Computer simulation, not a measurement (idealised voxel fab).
process module | voxel gate over fins
cross-section cut | 145 nm wide | cells 5 nm
A cross-section is a grid of square cells, given in bands from the top down. A band is one or more rows of cells.
Each band's line starts with the height of the band's top and of its bottom, in nm. Then come its materials from left to right, each with its width in nm. One material with "throughout" fills the band from edge to edge. "air" is empty space.
Height 0 is the level under which the wafer as received is all one material. The lowest band goes on downwards, as in "0 down".
A width such as "30 to 40" changes by the same amount from each row of cells to the next, from the band's top row to its bottom row.
"no change" after a step means that no cell of the cross-section changed.
closed voids: empty space of 8 cells or more with no open way to the top, each as width x height at its distance from the left edge, in nm
after a step's settings: what the simulator itself notes on the step
overlay nm, on a step with a mask: how far to the right of its planned place the mask lay; to the left if negative
Each pair below shows a cross-section before one step and the cross-section after it, down to the lowest band that changed. The line under each pair gives the step between them, with its settings. The pairs can come from different runs of this module on the same starting wafer, so a pair continues from the pair above only where its "before" says so.
before
  0 down: Si throughout
  closed voids: none
after
  10 to 0: SiN throughout
  below 0: unchanged
  closed voids: none
the step between: op CONFORMAL_DEP | material SiN | thk nm 10
before: the cross-section after the pair above
after
  10 to 0: air 20 | SiN 15 | air 30 | SiN 15 | air 30 | SiN 15 | air 20
  below 0: unchanged
  closed voids: none
the step between: op MASKED_ETCH | tone cover | mask id FINS | width nm 15 | pitch nm 45 | etch materials SiN | depth nm 10 | overlay nm 0
before: the cross-section after the pair above
after
  10 to 0: air 20 | SiN 15 | air 30 | SiN 15 | air 30 | SiN 15 | air 20
  0 to -35: air 20 | Si 15 | air 30 | Si 15 | air 30 | Si 15 | air 20
  below -35: unchanged
  closed voids: none
the step between: op MASKED_ETCH | tone cover | mask id FINS | width nm 15 | pitch nm 45 | etch materials Si | depth nm 35 | overlay nm 0
before: the cross-section after the pair above
after
  10 to 0: air 20 | SiN 15 | air 30 | SiN 15 | air 30 | SiN 15 | air 20
  0 to -35: air 20 | SiO2 5 | Si 5 | SiO2 5 | air 30 | SiO2 5 | Si 5 | SiO2 5 | air 30 | SiO2 5 | Si 5 | SiO2 5 | air 20
  -35 to -40: SiO2 25 | Si 5 | SiO2 40 | Si 5 | SiO2 40 | Si 5 | SiO2 25
  below -40: unchanged
  closed voids: none
the step between: op OXIDIZE | depth nm 5
before: the cross-section after the pair above
after
  20 to 10: SiO2 throughout
  10 to 0: SiO2 20 | SiN 15 | SiO2 30 | SiN 15 | SiO2 30 | SiN 15 | SiO2 20
  0 to -40: SiO2 25 | Si 5 | SiO2 40 | Si 5 | SiO2 40 | Si 5 | SiO2 25
  below -40: unchanged
  closed voids: none
the step between: op FILL_DEP | material SiO2 | thk nm 10
before: the cross-section after the pair above
after
  10 to 0: SiO2 20 | SiN 15 | SiO2 30 | SiN 15 | SiO2 30 | SiN 15 | SiO2 20
  below 0: unchanged
  closed voids: none
the step between: op CMP | height nm 10
before: the cross-section after the pair above
after
  10 to 0: air 20 | SiN 15 | air 30 | SiN 15 | air 30 | SiN 15 | air 20
  0 to -15: air 25 | Si 5 | air 40 | Si 5 | air 40 | Si 5 | air 25
  below -15: unchanged
  closed voids: none
the step between: op SELECTIVE_ETCH | etch materials SiO2 | depth nm 25
before: the cross-section after the pair above
after
  0 to -15: air 25 | Si 5 | air 40 | Si 5 | air 40 | Si 5 | air 25
  below -15: unchanged
  closed voids: none
the step between: op STRIP | etch materials SiN
before: the cross-section after the pair above
after
  5 to 0: air 20 | HfO2 15 | air 30 | HfO2 15 | air 30 | HfO2 15 | air 20
  0 to -10: air 20 | HfO2 5 | Si 5 | HfO2 5 | air 30 | HfO2 5 | Si 5 | HfO2 5 | air 30 | HfO2 5 | Si 5 | HfO2 5 | air 20
  -10 to -15: HfO2 25 | Si 5 | HfO2 40 | Si 5 | HfO2 40 | Si 5 | HfO2 25
  below -15: unchanged
  closed voids: none
the step between: op CONFORMAL_DEP | material HfO2 | thk nm 5
before: the cross-section after the pair above
after
  10 to 5: air 15 | TiN 25 | air 20 | TiN 25 | air 20 | TiN 25 | air 15
  5 to 0: air 15 | TiN 5 | HfO2 15 | TiN 5 | air 20 | TiN 5 | HfO2 15 | TiN 5 | air 20 | TiN 5 | HfO2 15 | TiN 5 | air 15
  0 to -5: air 15 | TiN 5 | HfO2 5 | Si 5 | HfO2 5 | TiN 5 | air 20 | TiN 5 | HfO2 5 | Si 5 | HfO2 5 | TiN 5 | air 20 | TiN 5 | HfO2 5 | Si 5 | HfO2 5 | TiN 5 | air 15
  -5 to -10: TiN 20 | HfO2 5 | Si 5 | HfO2 5 | TiN 30 | HfO2 5 | Si 5 | HfO2 5 | TiN 30 | HfO2 5 | Si 5 | HfO2 5 | TiN 20
  below -10: unchanged
  closed voids: none
the step between: op CONFORMAL_DEP | material TiN | thk nm 5
before: the cross-section after the pair above
after
  15 to 10: air 10 | TiAl 35 | air 10 | TiAl 35 | air 10 | TiAl 35 | air 10
  10 to 5: air 10 | TiAl 5 | TiN 25 | TiAl 5 | air 10 | TiAl 5 | TiN 25 | TiAl 5 | air 10 | TiAl 5 | TiN 25 | TiAl 5 | air 10
  5 to 0: air 10 | TiAl 5 | TiN 5 | HfO2 15 | TiN 5 | TiAl 5 | air 10 | TiAl 5 | TiN 5 | HfO2 15 | TiN 5 | TiAl 5 | air 10 | TiAl 5 | TiN 5 | HfO2 15 | TiN 5 | TiAl 5 | air 10
  0 to -5: TiAl 15 | TiN 5 | HfO2 5 | Si 5 | HfO2 5 | TiN 5 | TiAl 20 | TiN 5 | HfO2 5 | Si 5 | HfO2 5 | TiN 5 | TiAl 20 | TiN 5 | HfO2 5 | Si 5 | HfO2 5 | TiN 5 | TiAl 15
  below -5: unchanged
  closed voids: none
the step between: op CONFORMAL_DEP | material TiAl | thk nm 5
before: the cross-section after the pair above
after
  20 to 15: air 5 | TiN 135 | air 5
  15 to 10: air 5 | TiN 5 | TiAl 35 | TiN 10 | TiAl 35 | TiN 10 | TiAl 35 | TiN 5 | air 5
  10 to 5: air 5 | TiN 5 | TiAl 5 | TiN 25 | TiAl 5 | TiN 10 | TiAl 5 | TiN 25 | TiAl 5 | TiN 10 | TiAl 5 | TiN 25 | TiAl 5 | TiN 5 | air 5
  5 to 0: TiN 10 | TiAl 5 | TiN 5 | HfO2 15 | TiN 5 | TiAl 5 | TiN 10 | TiAl 5 | TiN 5 | HfO2 15 | TiN 5 | TiAl 5 | TiN 10 | TiAl 5 | TiN 5 | HfO2 15 | TiN 5 | TiAl 5 | TiN 10
  below 0: unchanged
  closed voids: none
the step between: op CONFORMAL_DEP | material TiN | thk nm 5
before: the cross-section after the pair above
after
  30 to 20: W throughout
  20 to 15: W 5 | TiN 135 | W 5
  15 to 10: W 5 | TiN 5 | TiAl 35 | TiN 10 | TiAl 35 | TiN 10 | TiAl 35 | TiN 5 | W 5
  10 to 5: W 5 | TiN 5 | TiAl 5 | TiN 25 | TiAl 5 | TiN 10 | TiAl 5 | TiN 25 | TiAl 5 | TiN 10 | TiAl 5 | TiN 25 | TiAl 5 | TiN 5 | W 5
  below 5: unchanged
  closed voids: none
the step between: op FILL_DEP | material W | thk nm 10
before: the cross-section after the pair above
after
  25 to 20: W throughout
  below 20: unchanged
  closed voids: none
the step between: op CMP | height nm 25
before: the cross-section after the pair above
after
  35 to 25: SiCN throughout
  below 25: unchanged
  closed voids: none
the step between: op CONFORMAL_DEP | material SiCN | thk nm 10
before
  10 to 5: air 15 | TiN 25 | air 20 | TiN 25 | air 20 | TiN 25 | air 15
  5 to 0: air 15 | TiN 5 | HfO2 15 | TiN 5 | air 20 | TiN 5 | HfO2 15 | TiN 5 | air 20 | TiN 5 | HfO2 15 | TiN 5 | air 15
  0 to -5: air 15 | TiN 5 | HfO2 5 | Si 5 | HfO2 5 | TiN 5 | air 20 | TiN 5 | HfO2 5 | Si 5 | HfO2 5 | TiN 5 | air 20 | TiN 5 | HfO2 5 | Si 5 | HfO2 5 | TiN 5 | air 15
  -5 to -10: TiN 20 | HfO2 5 | Si 5 | HfO2 5 | TiN 30 | HfO2 5 | Si 5 | HfO2 5 | TiN 30 | HfO2 5 | Si 5 | HfO2 5 | TiN 20
  -10 to -15: HfO2 25 | Si 5 | HfO2 40 | Si 5 | HfO2 40 | Si 5 | HfO2 25
  -15 to -40: SiO2 25 | Si 5 | SiO2 40 | Si 5 | SiO2 40 | Si 5 | SiO2 25
  -40 down: Si throughout
  closed voids: none
after
  15 to 5: air 10 | TiN 35 | air 10 | TiN 35 | air 10 | TiN 35 | air 10
  5 to 0: air 10 | TiN 10 | HfO2 15 | TiN 10 | air 10 | TiN 10 | HfO2 15 | TiN 10 | air 10 | TiN 10 | HfO2 15 | TiN 10 | air 10
  0 to -10: TiN 20 | HfO2 5 | Si 5 | HfO2 5 | TiN 30 | HfO2 5 | Si 5 | HfO2 5 | TiN 30 | HfO2 5 | Si 5 | HfO2 5 | TiN 20
  below -10: unchanged
  closed voids: none
the step between: op CONFORMAL_DEP | material TiN | thk nm 5
before: the cross-section after the pair above
after
  25 to 15: W throughout
  15 to 5: W 10 | TiN 35 | W 10 | TiN 35 | W 10 | TiN 35 | W 10
  5 to 0: W 10 | TiN 10 | HfO2 15 | TiN 10 | W 10 | TiN 10 | HfO2 15 | TiN 10 | W 10 | TiN 10 | HfO2 15 | TiN 10 | W 10
  below 0: unchanged
  closed voids: none
the step between: op FILL_DEP | material W | thk nm 10
before: the cross-section after the pair above
after
  35 to 25: SiCN throughout
  below 25: unchanged
  closed voids: none
the step between: op CONFORMAL_DEP | material SiCN | thk nm 10
before
  10 to 0: air 20 | SiN 15 | air 30 | SiN 15 | air 30 | SiN 15 | air 20
  0 to -15: air 25 | Si 5 | air 40 | Si 5 | air 40 | Si 5 | air 25
  -15 to -40: SiO2 25 | Si 5 | SiO2 40 | Si 5 | SiO2 40 | Si 5 | SiO2 25
  -40 down: Si throughout
  closed voids: none
after
  10 to 0: air 20 | SiN 15 | air 30 | SiN 15 | air 30 | SiN 15 | air 20
  0 to -40: air 25 | Si 5 | air 40 | Si 5 | air 40 | Si 5 | air 25
  below -40: unchanged
  closed voids: none
the step between: op SELECTIVE_ETCH | etch materials SiO2 | depth nm 25
before: the cross-section after the pair above
after
  0 to -40: air 25 | Si 5 | air 40 | Si 5 | air 40 | Si 5 | air 25
  below -40: unchanged
  closed voids: none
the step between: op STRIP | etch materials SiN
before: the cross-section after the pair above
after
  5 to 0: air 20 | HfO2 15 | air 30 | HfO2 15 | air 30 | HfO2 15 | air 20
  0 to -35: air 20 | HfO2 5 | Si 5 | HfO2 5 | air 30 | HfO2 5 | Si 5 | HfO2 5 | air 30 | HfO2 5 | Si 5 | HfO2 5 | air 20
  -35 to -40: HfO2 25 | Si 5 | HfO2 40 | Si 5 | HfO2 40 | Si 5 | HfO2 25
  below -40: unchanged
  closed voids: none
the step between: op CONFORMAL_DEP | material HfO2 | thk nm 5
before: the cross-section after the pair above
after
  10 to 5: air 15 | TiN 25 | air 20 | TiN 25 | air 20 | TiN 25 | air 15
  5 to 0: air 15 | TiN 5 | HfO2 15 | TiN 5 | air 20 | TiN 5 | HfO2 15 | TiN 5 | air 20 | TiN 5 | HfO2 15 | TiN 5 | air 15
  0 to -30: air 15 | TiN 5 | HfO2 5 | Si 5 | HfO2 5 | TiN 5 | air 20 | TiN 5 | HfO2 5 | Si 5 | HfO2 5 | TiN 5 | air 20 | TiN 5 | HfO2 5 | Si 5 | HfO2 5 | TiN 5 | air 15
  -30 to -35: TiN 20 | HfO2 5 | Si 5 | HfO2 5 | TiN 30 | HfO2 5 | Si 5 | HfO2 5 | TiN 30 | HfO2 5 | Si 5 | HfO2 5 | TiN 20
  below -35: unchanged
  closed voids: none
the step between: op CONFORMAL_DEP | material TiN | thk nm 5
before: the cross-section after the pair above
after
  15 to 10: air 10 | TiAl 35 | air 10 | TiAl 35 | air 10 | TiAl 35 | air 10
  10 to 5: air 10 | TiAl 5 | TiN 25 | TiAl 5 | air 10 | TiAl 5 | TiN 25 | TiAl 5 | air 10 | TiAl 5 | TiN 25 | TiAl 5 | air 10
  5 to 0: air 10 | TiAl 5 | TiN 5 | HfO2 15 | TiN 5 | TiAl 5 | air 10 | TiAl 5 | TiN 5 | HfO2 15 | TiN 5 | TiAl 5 | air 10 | TiAl 5 | TiN 5 | HfO2 15 | TiN 5 | TiAl 5 | air 10
  0 to -25: air 10 | TiAl 5 | TiN 5 | HfO2 5 | Si 5 | HfO2 5 | TiN 5 | TiAl 5 | air 10 | TiAl 5 | TiN 5 | HfO2 5 | Si 5 | HfO2 5 | TiN 5 | TiAl 5 | air 10 | TiAl 5 | TiN 5 | HfO2 5 | Si 5 | HfO2 5 | TiN 5 | TiAl 5 | air 10
  -25 to -30: TiAl 15 | TiN 5 | HfO2 5 | Si 5 | HfO2 5 | TiN 5 | TiAl 20 | TiN 5 | HfO2 5 | Si 5 | HfO2 5 | TiN 5 | TiAl 20 | TiN 5 | HfO2 5 | Si 5 | HfO2 5 | TiN 5 | TiAl 15
  below -30: unchanged
  closed voids: none
the step between: op CONFORMAL_DEP | material TiAl | thk nm 5
before: the cross-section after the pair above
after
  20 to 15: air 5 | TiN 135 | air 5
  15 to 10: air 5 | TiN 5 | TiAl 35 | TiN 10 | TiAl 35 | TiN 10 | TiAl 35 | TiN 5 | air 5
  10 to 5: air 5 | TiN 5 | TiAl 5 | TiN 25 | TiAl 5 | TiN 10 | TiAl 5 | TiN 25 | TiAl 5 | TiN 10 | TiAl 5 | TiN 25 | TiAl 5 | TiN 5 | air 5
  5 to 0: air 5 | TiN 5 | TiAl 5 | TiN 5 | HfO2 15 | TiN 5 | TiAl 5 | TiN 10 | TiAl 5 | TiN 5 | HfO2 15 | TiN 5 | TiAl 5 | TiN 10 | TiAl 5 | TiN 5 | HfO2 15 | TiN 5 | TiAl 5 | TiN 5 | air 5
  0 to -20: air 5 | TiN 5 | TiAl 5 | TiN 5 | HfO2 5 | Si 5 | HfO2 5 | TiN 5 | TiAl 5 | TiN 10 | TiAl 5 | TiN 5 | HfO2 5 | Si 5 | HfO2 5 | TiN 5 | TiAl 5 | TiN 10 | TiAl 5 | TiN 5 | HfO2 5 | Si 5 | HfO2 5 | TiN 5 | TiAl 5 | TiN 5 | air 5
  -20 to -25: TiN 10 | TiAl 5 | TiN 5 | HfO2 5 | Si 5 | HfO2 5 | TiN 5 | TiAl 5 | TiN 10 | TiAl 5 | TiN 5 | HfO2 5 | Si 5 | HfO2 5 | TiN 5 | TiAl 5 | TiN 10 | TiAl 5 | TiN 5 | HfO2 5 | Si 5 | HfO2 5 | TiN 5 | TiAl 5 | TiN 10
  below -25: unchanged
  closed voids: none
the step between: op CONFORMAL_DEP | material TiN | thk nm 5
before: the cross-section after the pair above
after
  30 to 20: W throughout
  20 to 15: W 5 | TiN 135 | W 5
  15 to 10: W 5 | TiN 5 | TiAl 35 | TiN 10 | TiAl 35 | TiN 10 | TiAl 35 | TiN 5 | W 5
  10 to 5: W 5 | TiN 5 | TiAl 5 | TiN 25 | TiAl 5 | TiN 10 | TiAl 5 | TiN 25 | TiAl 5 | TiN 10 | TiAl 5 | TiN 25 | TiAl 5 | TiN 5 | W 5
  5 to 0: W 5 | TiN 5 | TiAl 5 | TiN 5 | HfO2 15 | TiN 5 | TiAl 5 | TiN 10 | TiAl 5 | TiN 5 | HfO2 15 | TiN 5 | TiAl 5 | TiN 10 | TiAl 5 | TiN 5 | HfO2 15 | TiN 5 | TiAl 5 | TiN 5 | W 5
  0 to -20: W 5 | TiN 5 | TiAl 5 | TiN 5 | HfO2 5 | Si 5 | HfO2 5 | TiN 5 | TiAl 5 | TiN 10 | TiAl 5 | TiN 5 | HfO2 5 | Si 5 | HfO2 5 | TiN 5 | TiAl 5 | TiN 10 | TiAl 5 | TiN 5 | HfO2 5 | Si 5 | HfO2 5 | TiN 5 | TiAl 5 | TiN 5 | W 5
  below -20: unchanged
  closed voids: none
the step between: op FILL_DEP | material W | thk nm 10
before: the cross-section after the pair above
after
  25 to 20: W throughout
  below 20: unchanged
  closed voids: none
the step between: op CMP | height nm 25
before: the cross-section after the pair above
after
  35 to 25: SiCN throughout
  below 25: unchanged
  closed voids: none
the step between: op CONFORMAL_DEP | material SiCN | thk nm 10
before
  5 to 0: air 20 | HfO2 15 | air 30 | HfO2 15 | air 30 | HfO2 15 | air 20
  0 to -10: air 20 | HfO2 5 | Si 5 | HfO2 5 | air 30 | HfO2 5 | Si 5 | HfO2 5 | air 30 | HfO2 5 | Si 5 | HfO2 5 | air 20
  -10 to -15: HfO2 25 | Si 5 | HfO2 40 | Si 5 | HfO2 40 | Si 5 | HfO2 25
  -15 to -40: SiO2 25 | Si 5 | SiO2 40 | Si 5 | SiO2 40 | Si 5 | SiO2 25
  -40 down: Si throughout
  closed voids: none
after
  10 to 5: air 15 | TiAl 25 | air 20 | TiAl 25 | air 20 | TiAl 25 | air 15
  5 to 0: air 15 | TiAl 5 | HfO2 15 | TiAl 5 | air 20 | TiAl 5 | HfO2 15 | TiAl 5 | air 20 | TiAl 5 | HfO2 15 | TiAl 5 | air 15
  0 to -5: air 15 | TiAl 5 | HfO2 5 | Si 5 | HfO2 5 | TiAl 5 | air 20 | TiAl 5 | HfO2 5 | Si 5 | HfO2 5 | TiAl 5 | air 20 | TiAl 5 | HfO2 5 | Si 5 | HfO2 5 | TiAl 5 | air 15
  -5 to -10: TiAl 20 | HfO2 5 | Si 5 | HfO2 5 | TiAl 30 | HfO2 5 | Si 5 | HfO2 5 | TiAl 30 | HfO2 5 | Si 5 | HfO2 5 | TiAl 20
  below -10: unchanged
  closed voids: none
the step between: op CONFORMAL_DEP | material TiAl | thk nm 5
before: the cross-section after the pair above
after
  15 to 10: air 10 | TiN 35 | air 10 | TiN 35 | air 10 | TiN 35 | air 10
  10 to 5: air 10 | TiN 5 | TiAl 25 | TiN 5 | air 10 | TiN 5 | TiAl 25 | TiN 5 | air 10 | TiN 5 | TiAl 25 | TiN 5 | air 10
  5 to 0: air 10 | TiN 5 | TiAl 5 | HfO2 15 | TiAl 5 | TiN 5 | air 10 | TiN 5 | TiAl 5 | HfO2 15 | TiAl 5 | TiN 5 | air 10 | TiN 5 | TiAl 5 | HfO2 15 | TiAl 5 | TiN 5 | air 10
  0 to -5: TiN 15 | TiAl 5 | HfO2 5 | Si 5 | HfO2 5 | TiAl 5 | TiN 20 | TiAl 5 | HfO2 5 | Si 5 | HfO2 5 | TiAl 5 | TiN 20 | TiAl 5 | HfO2 5 | Si 5 | HfO2 5 | TiAl 5 | TiN 15
  below -5: unchanged
  closed voids: none
the step between: op CONFORMAL_DEP | material TiN | thk nm 5
before: the cross-section after the pair above
after
  20 to 10: air 5 | TiN 135 | air 5
  10 to 5: air 5 | TiN 10 | TiAl 25 | TiN 20 | TiAl 25 | TiN 20 | TiAl 25 | TiN 10 | air 5
  5 to 0: TiN 15 | TiAl 5 | HfO2 15 | TiAl 5 | TiN 20 | TiAl 5 | HfO2 15 | TiAl 5 | TiN 20 | TiAl 5 | HfO2 15 | TiAl 5 | TiN 15
  below 0: unchanged
  closed voids: none
the step between: op CONFORMAL_DEP | material TiN | thk nm 5
before: the cross-section after the pair above
after
  30 to 20: W throughout
  20 to 10: W 5 | TiN 135 | W 5
  10 to 5: W 5 | TiN 10 | TiAl 25 | TiN 20 | TiAl 25 | TiN 20 | TiAl 25 | TiN 10 | W 5
  below 5: unchanged
  closed voids: none
the step between: op FILL_DEP | material W | thk nm 10
before: the cross-section after the pair above
after
  25 to 20: W throughout
  below 20: unchanged
  closed voids: none
the step between: op CMP | height nm 25
before: the cross-section after the pair above
after
  35 to 25: SiCN throughout
  below 25: unchanged
  closed voids: none
the step between: op CONFORMAL_DEP | material SiCN | thk nm 10
before
  10 to 0: air 20 | SiN 15 | air 30 | SiN 15 | air 30 | SiN 15 | air 20
  0 down: Si throughout
  closed voids: none
after
  10 to 0: air 20 | SiN 15 | air 30 | SiN 15 | air 30 | SiN 15 | air 20
  0 to -30: air 20 | Si 15 | air 30 | Si 15 | air 30 | Si 15 | air 20
  below -30: unchanged
  closed voids: none
the step between: op MASKED_ETCH | tone cover | mask id FINS | width nm 15 | pitch nm 45 | etch materials Si | depth nm 30 | overlay nm 0
before: the cross-section after the pair above
after
  10 to 0: air 20 | SiN 15 | air 30 | SiN 15 | air 30 | SiN 15 | air 20
  0 to -30: air 20 | SiO2 5 | Si 5 | SiO2 5 | air 30 | SiO2 5 | Si 5 | SiO2 5 | air 30 | SiO2 5 | Si 5 | SiO2 5 | air 20
  -30 to -35: SiO2 25 | Si 5 | SiO2 40 | Si 5 | SiO2 40 | Si 5 | SiO2 25
  below -35: unchanged
  closed voids: none
the step between: op OXIDIZE | depth nm 5
before: the cross-section after the pair above
after
  20 to 10: SiO2 throughout
  10 to 0: SiO2 20 | SiN 15 | SiO2 30 | SiN 15 | SiO2 30 | SiN 15 | SiO2 20
  0 to -35: SiO2 25 | Si 5 | SiO2 40 | Si 5 | SiO2 40 | Si 5 | SiO2 25
  below -35: unchanged
  closed voids: none
the step between: op FILL_DEP | material SiO2 | thk nm 10
before: the cross-section after the pair above
after
  10 to 0: SiO2 20 | SiN 15 | SiO2 30 | SiN 15 | SiO2 30 | SiN 15 | SiO2 20
  below 0: unchanged
  closed voids: none
the step between: op CMP | height nm 10
before: the cross-section after the pair above
after
  10 to 0: air 20 | SiN 15 | air 30 | SiN 15 | air 30 | SiN 15 | air 20
  0 to -15: air 25 | Si 5 | air 40 | Si 5 | air 40 | Si 5 | air 25
  below -15: unchanged
  closed voids: none
the step between: op SELECTIVE_ETCH | etch materials SiO2 | depth nm 25
before: the cross-section after the pair above
after
  0 to -15: air 25 | Si 5 | air 40 | Si 5 | air 40 | Si 5 | air 25
  below -15: unchanged
  closed voids: none
the step between: op STRIP | etch materials SiN
before: the cross-section after the pair above
after
  5 to 0: air 20 | HfO2 15 | air 30 | HfO2 15 | air 30 | HfO2 15 | air 20
  0 to -10: air 20 | HfO2 5 | Si 5 | HfO2 5 | air 30 | HfO2 5 | Si 5 | HfO2 5 | air 30 | HfO2 5 | Si 5 | HfO2 5 | air 20
  -10 to -15: HfO2 25 | Si 5 | HfO2 40 | Si 5 | HfO2 40 | Si 5 | HfO2 25
  below -15: unchanged
  closed voids: none
the step between: op CONFORMAL_DEP | material HfO2 | thk nm 5
before: the cross-section after the pair above
after
  10 to 5: air 15 | TiN 25 | air 20 | TiN 25 | air 20 | TiN 25 | air 15
  5 to 0: air 15 | TiN 5 | HfO2 15 | TiN 5 | air 20 | TiN 5 | HfO2 15 | TiN 5 | air 20 | TiN 5 | HfO2 15 | TiN 5 | air 15
  0 to -5: air 15 | TiN 5 | HfO2 5 | Si 5 | HfO2 5 | TiN 5 | air 20 | TiN 5 | HfO2 5 | Si 5 | HfO2 5 | TiN 5 | air 20 | TiN 5 | HfO2 5 | Si 5 | HfO2 5 | TiN 5 | air 15
  -5 to -10: TiN 20 | HfO2 5 | Si 5 | HfO2 5 | TiN 30 | HfO2 5 | Si 5 | HfO2 5 | TiN 30 | HfO2 5 | Si 5 | HfO2 5 | TiN 20
  below -10: unchanged
  closed voids: none
the step between: op CONFORMAL_DEP | material TiN | thk nm 5
before: the cross-section after the pair above
after
  15 to 10: air 10 | TiAl 35 | air 10 | TiAl 35 | air 10 | TiAl 35 | air 10
  10 to 5: air 10 | TiAl 5 | TiN 25 | TiAl 5 | air 10 | TiAl 5 | TiN 25 | TiAl 5 | air 10 | TiAl 5 | TiN 25 | TiAl 5 | air 10
  5 to 0: air 10 | TiAl 5 | TiN 5 | HfO2 15 | TiN 5 | TiAl 5 | air 10 | TiAl 5 | TiN 5 | HfO2 15 | TiN 5 | TiAl 5 | air 10 | TiAl 5 | TiN 5 | HfO2 15 | TiN 5 | TiAl 5 | air 10
  0 to -5: TiAl 15 | TiN 5 | HfO2 5 | Si 5 | HfO2 5 | TiN 5 | TiAl 20 | TiN 5 | HfO2 5 | Si 5 | HfO2 5 | TiN 5 | TiAl 20 | TiN 5 | HfO2 5 | Si 5 | HfO2 5 | TiN 5 | TiAl 15
  below -5: unchanged
  closed voids: none
the step between: op CONFORMAL_DEP | material TiAl | thk nm 5
before: the cross-section after the pair above
after
  20 to 15: air 5 | TiN 135 | air 5
  15 to 10: air 5 | TiN 5 | TiAl 35 | TiN 10 | TiAl 35 | TiN 10 | TiAl 35 | TiN 5 | air 5
  10 to 5: air 5 | TiN 5 | TiAl 5 | TiN 25 | TiAl 5 | TiN 10 | TiAl 5 | TiN 25 | TiAl 5 | TiN 10 | TiAl 5 | TiN 25 | TiAl 5 | TiN 5 | air 5
  5 to 0: TiN 10 | TiAl 5 | TiN 5 | HfO2 15 | TiN 5 | TiAl 5 | TiN 10 | TiAl 5 | TiN 5 | HfO2 15 | TiN 5 | TiAl 5 | TiN 10 | TiAl 5 | TiN 5 | HfO2 15 | TiN 5 | TiAl 5 | TiN 10
  below 0: unchanged
  closed voids: none
the step between: op CONFORMAL_DEP | material TiN | thk nm 5
before: the cross-section after the pair above
after
  30 to 20: W throughout
  20 to 15: W 5 | TiN 135 | W 5
  15 to 10: W 5 | TiN 5 | TiAl 35 | TiN 10 | TiAl 35 | TiN 10 | TiAl 35 | TiN 5 | W 5
  10 to 5: W 5 | TiN 5 | TiAl 5 | TiN 25 | TiAl 5 | TiN 10 | TiAl 5 | TiN 25 | TiAl 5 | TiN 10 | TiAl 5 | TiN 25 | TiAl 5 | TiN 5 | W 5
  below 5: unchanged
  closed voids: none
the step between: op FILL_DEP | material W | thk nm 10
before: the cross-section after the pair above
after
  25 to 20: W throughout
  below 20: unchanged
  closed voids: none
the step between: op CMP | height nm 25
before: the cross-section after the pair above
after
  35 to 25: SiCN throughout
  below 25: unchanged
  closed voids: none
the step between: op CONFORMAL_DEP | material SiCN | thk nm 10
before
  10 to 0: air 20 | SiN 15 | air 30 | SiN 15 | air 30 | SiN 15 | air 20
  0 down: Si throughout
  closed voids: none
after
  10 to 0: air 20 | SiN 15 | air 30 | SiN 15 | air 30 | SiN 15 | air 20
  0 to -35: air 15 | Si 25 | air 20 | Si 25 | air 20 | Si 25 | air 15
  below -35: unchanged
  closed voids: none
the step between: op MASKED_ETCH | tone cover | mask id FINS | width nm 25 | pitch nm 45 | etch materials Si | depth nm 35 | overlay nm 0
before: the cross-section after the pair above
after
  10 to 0: air 20 | SiN 15 | air 30 | SiN 15 | air 30 | SiN 15 | air 20
  0 to -5: air 15 | SiO2 10 | Si 5 | SiO2 10 | air 20 | SiO2 10 | Si 5 | SiO2 10 | air 20 | SiO2 10 | Si 5 | SiO2 10 | air 15
  -5 to -35: air 15 | SiO2 5 | Si 15 | SiO2 5 | air 20 | SiO2 5 | Si 15 | SiO2 5 | air 20 | SiO2 5 | Si 15 | SiO2 5 | air 15
  -35 to -40: SiO2 20 | Si 15 | SiO2 30 | Si 15 | SiO2 30 | Si 15 | SiO2 20
  below -40: unchanged
  closed voids: none
the step between: op OXIDIZE | depth nm 5
before: the cross-section after the pair above
after
  20 to 10: SiO2 throughout
  10 to 0: SiO2 20 | SiN 15 | SiO2 30 | SiN 15 | SiO2 30 | SiN 15 | SiO2 20
  0 to -5: SiO2 25 | Si 5 | SiO2 40 | Si 5 | SiO2 40 | Si 5 | SiO2 25
  -5 to -40: SiO2 20 | Si 15 | SiO2 30 | Si 15 | SiO2 30 | Si 15 | SiO2 20
  below -40: unchanged
  closed voids: none
the step between: op FILL_DEP | material SiO2 | thk nm 10
before: the cross-section after the pair above
after
  10 to 0: SiO2 20 | SiN 15 | SiO2 30 | SiN 15 | SiO2 30 | SiN 15 | SiO2 20
  below 0: unchanged
  closed voids: none
the step between: op CMP | height nm 10
before: the cross-section after the pair above
after
  10 to 0: air 20 | SiN 15 | air 30 | SiN 15 | air 30 | SiN 15 | air 20
  0 to -5: air 25 | Si 5 | air 40 | Si 5 | air 40 | Si 5 | air 25
  -5 to -15: air 20 | Si 15 | air 30 | Si 15 | air 30 | Si 15 | air 20
  below -15: unchanged
  closed voids: none
the step between: op SELECTIVE_ETCH | etch materials SiO2 | depth nm 25
before: the cross-section after the pair above
after
  0 to -5: air 25 | Si 5 | air 40 | Si 5 | air 40 | Si 5 | air 25
  below -5: unchanged
  closed voids: none
the step between: op STRIP | etch materials SiN
before: the cross-section after the pair above
after
  5 to 0: air 20 | HfO2 15 | air 30 | HfO2 15 | air 30 | HfO2 15 | air 20
  0 to -10: air 15 | HfO2 10 to 5 | Si 5 to 15 | HfO2 10 to 5 | air 20 | HfO2 10 to 5 | Si 5 to 15 | HfO2 10 to 5 | air 20 | HfO2 10 to 5 | Si 5 to 15 | HfO2 10 to 5 | air 15
  -10 to -15: HfO2 20 | Si 15 | HfO2 30 | Si 15 | HfO2 30 | Si 15 | HfO2 20
  below -15: unchanged
  closed voids: none
the step between: op CONFORMAL_DEP | material HfO2 | thk nm 5
before: the cross-section after the pair above
after
  10 to 5: air 15 | TiN 25 | air 20 | TiN 25 | air 20 | TiN 25 | air 15
  5 to 0: air 10 | TiN 10 | HfO2 15 | TiN 10 | air 10 | TiN 10 | HfO2 15 | TiN 10 | air 10 | TiN 10 | HfO2 15 | TiN 10 | air 10
  0 to -5: air 10 | TiN 5 | HfO2 10 | Si 5 | HfO2 10 | TiN 5 | air 10 | TiN 5 | HfO2 10 | Si 5 | HfO2 10 | TiN 5 | air 10 | TiN 5 | HfO2 10 | Si 5 | HfO2 10 | TiN 5 | air 10
  -5 to -10: TiN 15 | HfO2 5 | Si 15 | HfO2 5 | TiN 20 | HfO2 5 | Si 15 | HfO2 5 | TiN 20 | HfO2 5 | Si 15 | HfO2 5 | TiN 15
  below -10: unchanged
  closed voids: none
the step between: op CONFORMAL_DEP | material TiN | thk nm 5
